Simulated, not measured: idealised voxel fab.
This is a process module. Its name is voxel transistor to metal.
This is section cut - it's 210 nm across, gridded in 5 nm square cells.
In what follows, cross-sections appear as grids of square cells, described through bands that run from the top down, where every band is one or more rows of cells.
It is stipulated that each band's entry specify, in nanometres, the height of the top of the band and then that of its bottom, followed by the materials of the band in left-to-right sequence, each together with its width in nanometres. A single material marked by the word "full width" is understood to fill the band from edge to edge; the word "empty" is understood to denote empty space.
All heights in this document are referenced to 0, defined as the level beneath which the wafer, as received, consists entirely of one material. The lowest band is not bounded below; it extends indefinitely downward and is written in the form "from 0 down".
A width given as "30..40" starts at the first number in the band's top row and ends at the second number in its bottom row, shifting by an equal amount at every step from row to row.
Any step labelled "no modification" changed none of the cells in the cross-section.
"Tabulated closed voids" specifies each empty space that is not open to the top and that occupies no fewer than 8 cells, using the form width x height at distance, the distance measured from the left edge and all three quantities in nm.
On each step's line, the part that comes after the settings is the simulator's own comment on the step.
If you see "overlay nm" on a step's line and that step has a mask, it's telling you how far right of where it was planned the mask ended up; a negative number means it went left instead.

Planned process steps:
1) op RECEIVE | material Si
2) op CONFORMAL_DEP | material SiO2 | thk nm 5
3) op CONFORMAL_DEP | material SiN | thk nm 10
4) op DIRECTIONAL_DEP | material aC | thk nm 10
5) op PATTERN | tone cover | mask id ACTIVE | material resist | width nm 105 | thk nm 25 | overlay nm 0
6) op DIRECTIONAL_ETCH | etch materials aC | depth nm 10
7) op STRIP | etch materials resist
8) op DIRECTIONAL_ETCH | etch materials SiN | depth nm 10
9) op DIRECTIONAL_ETCH | etch materials SiO2 | depth nm 5
10) op DIRECTIONAL_ETCH | etch materials Si | depth nm 30
11) op STRIP | etch materials aC
12) op FILL_DEP | material SiO2 | thk nm 15
13) op CMP | height nm 15
14) op SELECTIVE_ETCH | etch materials SiO2 | depth nm 5
15) op STRIP | etch materials SiN
16) op SELECTIVE_ETCH | etch materials SiO2 | depth nm 5
17) op OXIDIZE | depth nm 5
18) op DIRECTIONAL_DEP | material polySi | thk nm 20
19) op DIRECTIONAL_DEP | material SiCN | thk nm 10
20) op DIRECTIONAL_DEP | material aC | thk nm 10
21) op PATTERN | tone cover | mask id GATE | material resist | width nm 15 | thk nm 30 | overlay nm 0
22) op DIRECTIONAL_ETCH | etch materials aC | depth nm 10
23) op STRIP | etch materials resist
24) op DIRECTIONAL_ETCH | etch materials SiCN | depth nm 20
25) op DIRECTIONAL_ETCH | etch materials polySi | depth nm 30
26) op STRIP | etch materials aC
27) op CONFORMAL_DEP | material SiN | thk nm 5
28) op DIRECTIONAL_ETCH | etch materials SiN | depth nm 5
29) op DIRECTIONAL_ETCH | etch materials SiO2 | depth nm 5
30) op EPI | material pSi | thk nm 5
31) op FILL_DEP | material SiO2 | thk nm 10
32) op CMP | height nm 30
33) op DIRECTIONAL_DEP | material SiO2 | thk nm 15
34) op PATTERN | tone open | mask id CONTACT | material resist | width nm 30 | pitch nm 55 | thk nm 20 | overlay nm 0
35) op DIRECTIONAL_ETCH | etch materials SiO2 | depth nm 45
36) op STRIP | etch materials resist
37) op CONFORMAL_DEP | material TiN | thk nm 5
38) op FILL_DEP | material W | thk nm 5
39) op CMP | height nm 45
40) op DIRECTIONAL_DEP | material TiN | thk nm 5
41) op DIRECTIONAL_DEP | material W | thk nm 25
42) op DIRECTIONAL_DEP | material aC | thk nm 15
43) op PATTERN | tone cover | mask id METAL_1 | material resist | width nm 15 | pitch nm 70 | thk nm 35 | overlay nm 0
44) op DIRECTIONAL_ETCH | etch materials aC | depth nm 15
45) op STRIP | etch materials resist
46) op DIRECTIONAL_ETCH | etch materials W | depth nm 25
47) op DIRECTIONAL_ETCH | etch materials TiN | depth nm 5
48) op STRIP | etch materials aC
49) op FILL_DEP | material SiO2 | thk nm 10
50) op CMP | height nm 75
51) op CONFORMAL_DEP | material SiN | thk nm 5

First wafer out of two, processed as planned:

Cross-section of the wafer at receipt, which is the condition after step 1:
> from 0 down | Si full width
> Tabulated closed voids: none

Cross-sectional representation of the wafer at the conclusion of step 2:
> from 5 to 0 | SiO2 full width
> Everything under 0 stays put, no change at all.

Cross-sectional representation of the wafer at the conclusion of step 3:
> from 15 to 5 | SiN full width
> Everything under 5 stays put, no change at all.

Cross-sectional representation of the wafer at the conclusion of step 4:
> from 25 to 15 | aC full width
> Everything under 15 stays put, no change at all.

Cross-sectional representation of the wafer at the conclusion of step 5:
> from 50 to 25 | 50 nm empty | 105 nm resist | 55 nm empty
> Everything under 25 stays put, no change at all.

Cross-sectional representation of the wafer at the conclusion of step 6:
> from 40 to 25 | 50 nm empty | 105 nm resist | 55 nm empty
> from 25 to 15 | 50 nm empty | 105 nm aC | 55 nm empty
> Everything under 15 stays put, no change at all.

Cross-sectional representation of the wafer at the conclusion of step 7:
> from 25 to 15 | 50 nm empty | 105 nm aC | 55 nm empty
> Everything under 15 stays put, no change at all.

Cross-sectional representation of the wafer at the conclusion of step 8:
> from 25 to 15 | 50 nm empty | 105 nm aC | 55 nm empty
> from 15 to 5 | 50 nm empty | 105 nm SiN | 55 nm empty
> Everything under 5 stays put, no change at all.

Cross-sectional representation of the wafer at the conclusion of step 9:
> from 25 to 15 | 50 nm empty | 105 nm aC | 55 nm empty
> from 15 to 5 | 50 nm empty | 105 nm SiN | 55 nm empty
> from 5 to 0 | 50 nm empty | 105 nm SiO2 | 55 nm empty
> Everything under 0 stays put, no change at all.

Cross-sectional representation of the wafer at the conclusion of step 10:
> from 25 to 15 | 50 nm empty | 105 nm aC | 55 nm empty
> from 15 to 5 | 50 nm empty | 105 nm SiN | 55 nm empty
> from 5 to 0 | 50 nm empty | 105 nm SiO2 | 55 nm empty
> from 0 to -30 | 50 nm empty | 105 nm Si | 55 nm empty
> Everything under -30 stays put, no change at all.

Cross-sectional representation of the wafer at the conclusion of step 11:
> from 15 to 5 | 50 nm empty | 105 nm SiN | 55 nm empty
> Everything under 5 stays put, no change at all.

Cross-sectional representation of the wafer at the conclusion of step 12:
> from 30 to 15 | SiO2 full width
> from 15 to 5 | 50 nm SiO2 | 105 nm SiN | 55 nm SiO2
> from 5 to 0 | SiO2 full width
> from 0 to -30 | 50 nm SiO2 | 105 nm Si | 55 nm SiO2
> Everything under -30 stays put, no change at all.

Cross-sectional representation of the wafer at the conclusion of step 13:
> from 15 to 5 | 50 nm SiO2 | 105 nm SiN | 55 nm SiO2
> Everything under 5 stays put, no change at all.

Cross-sectional representation of the wafer at the conclusion of step 14:
> from 15 to 10 | 50 nm empty | 105 nm SiN | 55 nm empty
> Everything under 10 stays put, no change at all.

Cross-sectional representation of the wafer at the conclusion of step 15:
> from 10 to 5 | 50 nm SiO2 | 105 nm empty | 55 nm SiO2
> Everything under 5 stays put, no change at all.

Cross-sectional representation of the wafer at the conclusion of step 16:
> from 5 to 0 | 45 nm SiO2 | 115 nm empty | 50 nm SiO2
> Everything under 0 stays put, no change at all.

Cross-sectional representation of the wafer at the conclusion of step 17:
> from 5 to 0 | 45 nm SiO2 | 115 nm empty | 50 nm SiO2
> from 0 to -5 | SiO2 full width
> Everything under -5 stays put, no change at all.

Cross-sectional representation of the wafer at the conclusion of step 18:
> from 25 to 20 | 45 nm polySi | 115 nm empty | 50 nm polySi
> from 20 to 5 | polySi full width
> from 5 to 0 | 45 nm SiO2 | 115 nm polySi | 50 nm SiO2
> Everything under 0 stays put, no change at all.

Cross-sectional representation of the wafer at the conclusion of step 19:
> from 35 to 30 | 45 nm SiCN | 115 nm empty | 50 nm SiCN
> from 30 to 25 | SiCN full width
> from 25 to 20 | 45 nm polySi | 115 nm SiCN | 50 nm polySi
> Everything under 20 stays put, no change at all.

Cross-sectional representation of the wafer at the conclusion of step 20:
> from 45 to 40 | 45 nm aC | 115 nm empty | 50 nm aC
> from 40 to 35 | aC full width
> from 35 to 30 | 45 nm SiCN | 115 nm aC | 50 nm SiCN
> Everything under 30 stays put, no change at all.

Cross-sectional representation of the wafer at the conclusion of step 21:
> from 75 to 45 | 95 nm empty | 15 nm resist | 100 nm empty
> from 45 to 40 | 45 nm aC | 50 nm empty | 15 nm resist | 50 nm empty | 50 nm aC
> Everything under 40 stays put, no change at all.

Cross-sectional representation of the wafer at the conclusion of step 22:
> from 65 to 40 | 95 nm empty | 15 nm resist | 100 nm empty
> from 40 to 35 | 95 nm empty | 15 nm aC | 100 nm empty
> from 35 to 30 | 45 nm SiCN | 50 nm empty | 15 nm aC | 50 nm empty | 50 nm SiCN
> Everything under 30 stays put, no change at all.

Cross-sectional representation of the wafer at the conclusion of step 23:
> from 40 to 35 | 95 nm empty | 15 nm aC | 100 nm empty
> Everything under 35 stays put, no change at all.

Cross-sectional representation of the wafer at the conclusion of step 24:
> from 40 to 30 | 95 nm empty | 15 nm aC | 100 nm empty
> from 30 to 25 | 95 nm empty | 15 nm SiCN | 100 nm empty
> from 25 to 20 | 45 nm polySi | 50 nm empty | 15 nm SiCN | 50 nm empty | 50 nm polySi
> Everything under 20 stays put, no change at all.

Cross-sectional representation of the wafer at the conclusion of step 25:
> from 40 to 30 | 95 nm empty | 15 nm aC | 100 nm empty
> from 30 to 20 | 95 nm empty | 15 nm SiCN | 100 nm empty
> from 20 to 5 | 95 nm empty | 15 nm polySi | 100 nm empty
> from 5 to 0 | 45 nm SiO2 | 50 nm empty | 15 nm polySi | 50 nm empty | 50 nm SiO2
> Everything under 0 stays put, no change at all.

Cross-sectional representation of the wafer at the conclusion of step 26:
> from 30 to 20 | 95 nm empty | 15 nm SiCN | 100 nm empty
> Everything under 20 stays put, no change at all.

Cross-sectional representation of the wafer at the conclusion of step 27:
> from 35 to 30 | 90 nm empty | 25 nm SiN | 95 nm empty
> from 30 to 20 | 90 nm empty | 5 nm SiN | 15 nm SiCN | 5 nm SiN | 95 nm empty
> from 20 to 10 | 90 nm empty | 5 nm SiN | 15 nm polySi | 5 nm SiN | 95 nm empty
> from 10 to 5 | 50 nm SiN | 40 nm empty | 5 nm SiN | 15 nm polySi | 5 nm SiN | 40 nm empty | 55 nm SiN
> from 5 to 0 | 45 nm SiO2 | 50 nm SiN | 15 nm polySi | 50 nm SiN | 50 nm SiO2
> Everything under 0 stays put, no change at all.

Cross-sectional representation of the wafer at the conclusion of step 28:
> from 30 to 20 | 90 nm empty | 5 nm SiN | 15 nm SiCN | 5 nm SiN | 95 nm empty
> from 20 to 5 | 90 nm empty | 5 nm SiN | 15 nm polySi | 5 nm SiN | 95 nm empty
> from 5 to 0 | 45 nm SiO2 | 5 nm SiN | 40 nm empty | 5 nm SiN | 15 nm polySi | 5 nm SiN | 40 nm empty | 5 nm SiN | 50 nm SiO2
> Everything under 0 stays put, no change at all.

Cross-sectional representation of the wafer at the conclusion of step 29:
> from 30 to 20 | 90 nm empty | 5 nm SiN | 15 nm SiCN | 5 nm SiN | 95 nm empty
> from 20 to 5 | 90 nm empty | 5 nm SiN | 15 nm polySi | 5 nm SiN | 95 nm empty
> from 5 to 0 | 45 nm empty | 5 nm SiN | 40 nm empty | 5 nm SiN | 15 nm polySi | 5 nm SiN | 40 nm empty | 5 nm SiN | 50 nm empty
> from 0 to -5 | 50 nm SiO2 | 40 nm empty | 25 nm SiO2 | 40 nm empty | 55 nm SiO2
> Everything under -5 stays put, no change at all.

Cross-sectional representation of the wafer at the conclusion of step 30:
> from 30 to 20 | 90 nm empty | 5 nm SiN | 15 nm SiCN | 5 nm SiN | 95 nm empty
> from 20 to 5 | 90 nm empty | 5 nm SiN | 15 nm polySi | 5 nm SiN | 95 nm empty
> from 5 to 0 | 45 nm empty | 5 nm SiN | 40 nm empty | 5 nm SiN | 15 nm polySi | 5 nm SiN | 40 nm empty | 5 nm SiN | 50 nm empty
> from 0 to -5 | 50 nm SiO2 | 40 nm pSi | 25 nm SiO2 | 40 nm pSi | 55 nm SiO2
> Everything under -5 stays put, no change at all.

Cross-sectional representation of the wafer at the conclusion of step 31:
> from 40 to 30 | SiO2 full width
> from 30 to 20 | 90 nm SiO2 | 5 nm SiN | 15 nm SiCN | 5 nm SiN | 95 nm SiO2
> from 20 to 5 | 90 nm SiO2 | 5 nm SiN | 15 nm polySi | 5 nm SiN | 95 nm SiO2
> from 5 to 0 | 45 nm SiO2 | 5 nm SiN | 40 nm SiO2 | 5 nm SiN | 15 nm polySi | 5 nm SiN | 40 nm SiO2 | 5 nm SiN | 50 nm SiO2
> Everything under 0 stays put, no change at all.

Cross-sectional representation of the wafer at the conclusion of step 32:
> from 30 to 20 | 90 nm SiO2 | 5 nm SiN | 15 nm SiCN | 5 nm SiN | 95 nm SiO2
> Everything under 20 stays put, no change at all.

Cross-sectional representation of the wafer at the conclusion of step 33:
> from 45 to 30 | SiO2 full width
> Everything under 30 stays put, no change at all.

Cross-sectional representation of the wafer at the conclusion of step 34:
> from 65 to 45 | 60 nm resist | 30 nm empty | 25 nm resist | 30 nm empty | 65 nm resist
> Everything under 45 stays put, no change at all.

Cross-sectional representation of the wafer at the conclusion of step 35:
> from 65 to 45 | 60 nm resist | 30 nm empty | 25 nm resist | 30 nm empty | 65 nm resist
> from 45 to 30 | 60 nm SiO2 | 30 nm empty | 25 nm SiO2 | 30 nm empty | 65 nm SiO2
> from 30 to 20 | 60 nm SiO2 | 30 nm empty | 5 nm SiN | 15 nm SiCN | 5 nm SiN | 30 nm empty | 65 nm SiO2
> from 20 to 5 | 60 nm SiO2 | 30 nm empty | 5 nm SiN | 15 nm polySi | 5 nm SiN | 30 nm empty | 65 nm SiO2
> from 5 to 0 | 45 nm SiO2 | 5 nm SiN | 10 nm SiO2 | 30 nm empty | 5 nm SiN | 15 nm polySi | 5 nm SiN | 30 nm empty | 10 nm SiO2 | 5 nm SiN | 50 nm SiO2
> Everything under 0 stays put, no change at all.

Cross-sectional representation of the wafer at the conclusion of step 36:
> from 45 to 30 | 60 nm SiO2 | 30 nm empty | 25 nm SiO2 | 30 nm empty | 65 nm SiO2
> Everything under 30 stays put, no change at all.

Cross-sectional representation of the wafer at the conclusion of step 37:
> from 50 to 45 | 65 nm TiN | 20 nm empty | 35 nm TiN | 20 nm empty | 70 nm TiN
> from 45 to 30 | 60 nm SiO2 | 5 nm TiN | 20 nm empty | 5 nm TiN | 25 nm SiO2 | 5 nm TiN | 20 nm empty | 5 nm TiN | 65 nm SiO2
> from 30 to 20 | 60 nm SiO2 | 5 nm TiN | 20 nm empty | 5 nm TiN | 5 nm SiN | 15 nm SiCN | 5 nm SiN | 5 nm TiN | 20 nm empty | 5 nm TiN | 65 nm SiO2
> from 20 to 5 | 60 nm SiO2 | 5 nm TiN | 20 nm empty | 5 nm TiN | 5 nm SiN | 15 nm polySi | 5 nm SiN | 5 nm TiN | 20 nm empty | 5 nm TiN | 65 nm SiO2
> from 5 to 0 | 45 nm SiO2 | 5 nm SiN | 10 nm SiO2 | 30 nm TiN | 5 nm SiN | 15 nm polySi | 5 nm SiN | 30 nm TiN | 10 nm SiO2 | 5 nm SiN | 50 nm SiO2
> Everything under 0 stays put, no change at all.

Cross-sectional representation of the wafer at the conclusion of step 38:
> from 55 to 50 | W full width
> from 50 to 45 | 65 nm TiN | 20 nm W | 35 nm TiN | 20 nm W | 70 nm TiN
> from 45 to 30 | 60 nm SiO2 | 5 nm TiN | 20 nm W | 5 nm TiN | 25 nm SiO2 | 5 nm TiN | 20 nm W | 5 nm TiN | 65 nm SiO2
> from 30 to 20 | 60 nm SiO2 | 5 nm TiN | 20 nm W | 5 nm TiN | 5 nm SiN | 15 nm SiCN | 5 nm SiN | 5 nm TiN | 20 nm W | 5 nm TiN | 65 nm SiO2
> from 20 to 5 | 60 nm SiO2 | 5 nm TiN | 20 nm W | 5 nm TiN | 5 nm SiN | 15 nm polySi | 5 nm SiN | 5 nm TiN | 20 nm W | 5 nm TiN | 65 nm SiO2
> Everything under 5 stays put, no change at all.

Cross-sectional representation of the wafer at the conclusion of step 39:
> from 45 to 30 | 60 nm SiO2 | 5 nm TiN | 20 nm W | 5 nm TiN | 25 nm SiO2 | 5 nm TiN | 20 nm W | 5 nm TiN | 65 nm SiO2
> Everything under 30 stays put, no change at all.

Cross-sectional representation of the wafer at the conclusion of step 40:
> from 50 to 45 | TiN full width
> Everything under 45 stays put, no change at all.

Cross-sectional representation of the wafer at the conclusion of step 41:
> from 75 to 50 | W full width
> Everything under 50 stays put, no change at all.

Cross-sectional representation of the wafer at the conclusion of step 42:
> from 90 to 75 | aC full width
> Everything under 75 stays put, no change at all.

Cross-sectional representation of the wafer at the conclusion of step 43:
> from 125 to 90 | 60 nm empty | 15 nm resist | 55 nm empty | 15 nm resist | 65 nm empty
> Everything under 90 stays put, no change at all.

Cross-sectional representation of the wafer at the conclusion of step 44:
> from 110 to 90 | 60 nm empty | 15 nm resist | 55 nm empty | 15 nm resist | 65 nm empty
> from 90 to 75 | 60 nm empty | 15 nm aC | 55 nm empty | 15 nm aC | 65 nm empty
> Everything under 75 stays put, no change at all.

Cross-sectional representation of the wafer at the conclusion of step 45:
> from 90 to 75 | 60 nm empty | 15 nm aC | 55 nm empty | 15 nm aC | 65 nm empty
> Everything under 75 stays put, no change at all.

Cross-sectional representation of the wafer at the conclusion of step 46:
> from 90 to 75 | 60 nm empty | 15 nm aC | 55 nm empty | 15 nm aC | 65 nm empty
> from 75 to 50 | 60 nm empty | 15 nm W | 55 nm empty | 15 nm W | 65 nm empty
> Everything under 50 stays put, no change at all.

Cross-sectional representation of the wafer at the conclusion of step 47:
> from 90 to 75 | 60 nm empty | 15 nm aC | 55 nm empty | 15 nm aC | 65 nm empty
> from 75 to 50 | 60 nm empty | 15 nm W | 55 nm empty | 15 nm W | 65 nm empty
> from 50 to 45 | 60 nm empty | 15 nm TiN | 55 nm empty | 15 nm TiN | 65 nm empty
> Everything under 45 stays put, no change at all.

Cross-sectional representation of the wafer at the conclusion of step 48:
> from 75 to 50 | 60 nm empty | 15 nm W | 55 nm empty | 15 nm W | 65 nm empty
> Everything under 50 stays put, no change at all.

Cross-sectional representation of the wafer at the conclusion of step 49:
> from 85 to 75 | SiO2 full width
> from 75 to 50 | 60 nm SiO2 | 15 nm W | 55 nm SiO2 | 15 nm W | 65 nm SiO2
> from 50 to 45 | 60 nm SiO2 | 15 nm TiN | 55 nm SiO2 | 15 nm TiN | 65 nm SiO2
> Everything under 45 stays put, no change at all.

Cross-sectional representation of the wafer at the conclusion of step 50:
> from 75 to 50 | 60 nm SiO2 | 15 nm W | 55 nm SiO2 | 15 nm W | 65 nm SiO2
> Everything under 50 stays put, no change at all.

Cross-sectional representation of the wafer at the conclusion of step 51:
> from 80 to 75 | SiN full width
> Everything under 75 stays put, no change at all.

Notes, second wafer: start = first wafer's, plan = first wafer's, execution had one mistake; history identical to first through step 18:

Second wafer, cross-section, planned end of step 19:
> from 35 to 30 | 45 nm SiN | 115 nm empty | 50 nm SiN
> from 30 to 25 | SiN full width
> from 25 to 20 | 45 nm polySi | 115 nm SiN | 50 nm polySi
> Everything under 20 stays put, no change at all.

Second wafer, cross-section, planned end of step 20:
> from 45 to 40 | 45 nm aC | 115 nm empty | 50 nm aC
> from 40 to 35 | aC full width
> from 35 to 30 | 45 nm SiN | 115 nm aC | 50 nm SiN
> Everything under 30 stays put, no change at all.

Second wafer, cross-section, planned end of step 21:
> from 75 to 45 | 95 nm empty | 15 nm resist | 100 nm empty
> from 45 to 40 | 45 nm aC | 50 nm empty | 15 nm resist | 50 nm empty | 50 nm aC
> Everything under 40 stays put, no change at all.

Second wafer, cross-section, planned end of step 22:
> from 65 to 40 | 95 nm empty | 15 nm resist | 100 nm empty
> from 40 to 35 | 95 nm empty | 15 nm aC | 100 nm empty
> from 35 to 30 | 45 nm SiN | 50 nm empty | 15 nm aC | 50 nm empty | 50 nm SiN
> Everything under 30 stays put, no change at all.

Second wafer, cross-section, planned end of step 23:
> from 40 to 35 | 95 nm empty | 15 nm aC | 100 nm empty
> Everything under 35 stays put, no change at all.

Second wafer, cross-section, planned end of step 24: no modification

Second wafer, cross-section, planned end of step 25: no modification

Second wafer, cross-section, planned end of step 26:
> from 35 to 30 | 45 nm SiN | 115 nm empty | 50 nm SiN
> Everything under 30 stays put, no change at all.

Second wafer, cross-section, planned end of step 27:
> from 40 to 35 | 50 nm SiN | 105 nm empty | 55 nm SiN
> from 35 to 25 | SiN full width
> Everything under 25 stays put, no change at all.

Second wafer, cross-section, planned end of step 28:
> from 35 to 30 | 50 nm SiN | 105 nm empty | 55 nm SiN
> Everything under 30 stays put, no change at all.

Second wafer, cross-section, planned end of step 29: no modification

Second wafer, cross-section, planned end of step 30: no modification

Second wafer, cross-section, planned end of step 31:
> from 45 to 35 | SiO2 full width
> from 35 to 30 | 50 nm SiN | 105 nm SiO2 | 55 nm SiN
> Everything under 30 stays put, no change at all.

Second wafer, cross-section, planned end of step 32:
> from 30 to 25 | SiN full width
> Everything under 25 stays put, no change at all.

Second wafer, cross-section, planned end of step 33:
> from 45 to 30 | SiO2 full width
> Everything under 30 stays put, no change at all.

Second wafer, cross-section, planned end of step 34:
> from 65 to 45 | 60 nm resist | 30 nm empty | 25 nm resist | 30 nm empty | 65 nm resist
> Everything under 45 stays put, no change at all.

Second wafer, cross-section, planned end of step 35:
> from 65 to 45 | 60 nm resist | 30 nm empty | 25 nm resist | 30 nm empty | 65 nm resist
> from 45 to 30 | 60 nm SiO2 | 30 nm empty | 25 nm SiO2 | 30 nm empty | 65 nm SiO2
> Everything under 30 stays put, no change at all.

Second wafer, cross-section, planned end of step 36:
> from 45 to 30 | 60 nm SiO2 | 30 nm empty | 25 nm SiO2 | 30 nm empty | 65 nm SiO2
> Everything under 30 stays put, no change at all.

Second wafer, cross-section, planned end of step 37:
> from 50 to 45 | 65 nm TiN | 20 nm empty | 35 nm TiN | 20 nm empty | 70 nm TiN
> from 45 to 35 | 60 nm SiO2 | 5 nm TiN | 20 nm empty | 5 nm TiN | 25 nm SiO2 | 5 nm TiN | 20 nm empty | 5 nm TiN | 65 nm SiO2
> from 35 to 30 | 60 nm SiO2 | 30 nm TiN | 25 nm SiO2 | 30 nm TiN | 65 nm SiO2
> Everything under 30 stays put, no change at all.

Second wafer, cross-section, planned end of step 38:
> from 55 to 50 | W full width
> from 50 to 45 | 65 nm TiN | 20 nm W | 35 nm TiN | 20 nm W | 70 nm TiN
> from 45 to 35 | 60 nm SiO2 | 5 nm TiN | 20 nm W | 5 nm TiN | 25 nm SiO2 | 5 nm TiN | 20 nm W | 5 nm TiN | 65 nm SiO2
> Everything under 35 stays put, no change at all.

Second wafer, cross-section, planned end of step 39:
> from 45 to 35 | 60 nm SiO2 | 5 nm TiN | 20 nm W | 5 nm TiN | 25 nm SiO2 | 5 nm TiN | 20 nm W | 5 nm TiN | 65 nm SiO2
> Everything under 35 stays put, no change at all.

Second wafer, cross-section, planned end of step 40:
> from 50 to 45 | TiN full width
> Everything under 45 stays put, no change at all.

Second wafer, cross-section, planned end of step 41:
> from 75 to 50 | W full width
> Everything under 50 stays put, no change at all.

Second wafer, cross-section, planned end of step 42:
> from 90 to 75 | aC full width
> Everything under 75 stays put, no change at all.

Second wafer, cross-section, planned end of step 43:
> from 125 to 90 | 60 nm empty | 15 nm resist | 55 nm empty | 15 nm resist | 65 nm empty
> Everything under 90 stays put, no change at all.

Second wafer, cross-section, planned end of step 44:
> from 110 to 90 | 60 nm empty | 15 nm resist | 55 nm empty | 15 nm resist | 65 nm empty
> from 90 to 75 | 60 nm empty | 15 nm aC | 55 nm empty | 15 nm aC | 65 nm empty
> Everything under 75 stays put, no change at all.

Second wafer, cross-section, planned end of step 45:
> from 90 to 75 | 60 nm empty | 15 nm aC | 55 nm empty | 15 nm aC | 65 nm empty
> Everything under 75 stays put, no change at all.

Second wafer, cross-section, planned end of step 46:
> from 90 to 75 | 60 nm empty | 15 nm aC | 55 nm empty | 15 nm aC | 65 nm empty
> from 75 to 50 | 60 nm empty | 15 nm W | 55 nm empty | 15 nm W | 65 nm empty
> Everything under 50 stays put, no change at all.

Second wafer, cross-section, planned end of step 47:
> from 90 to 75 | 60 nm empty | 15 nm aC | 55 nm empty | 15 nm aC | 65 nm empty
> from 75 to 50 | 60 nm empty | 15 nm W | 55 nm empty | 15 nm W | 65 nm empty
> from 50 to 45 | 60 nm empty | 15 nm TiN | 55 nm empty | 15 nm TiN | 65 nm empty
> Everything under 45 stays put, no change at all.

Second wafer, cross-section, planned end of step 48:
> from 75 to 50 | 60 nm empty | 15 nm W | 55 nm empty | 15 nm W | 65 nm empty
> Everything under 50 stays put, no change at all.

Second wafer, cross-section, planned end of step 49:
> from 85 to 75 | SiO2 full width
> from 75 to 50 | 60 nm SiO2 | 15 nm W | 55 nm SiO2 | 15 nm W | 65 nm SiO2
> from 50 to 45 | 60 nm SiO2 | 15 nm TiN | 55 nm SiO2 | 15 nm TiN | 65 nm SiO2
> Everything under 45 stays put, no change at all.

Second wafer, cross-section, planned end of step 50:
> from 75 to 50 | 60 nm SiO2 | 15 nm W | 55 nm SiO2 | 15 nm W | 65 nm SiO2
> Everything under 50 stays put, no change at all.

Second wafer, cross-section, planned end of step 51:
> from 80 to 75 | SiN full width
> Everything under 75 stays put, no change at all.
Where did the run depart from the plan? in deviation from the planned setting, step 19 was conducted as op DIRECTIONAL_DEP | material SiN | thk nm 10
Final difference in cells, second wafer against first, listed per material as more or fewer: SiCN -6 | SiN +51 | SiO2 -113 | TiN -24 | W -48 | pSi -16 | polySi +156
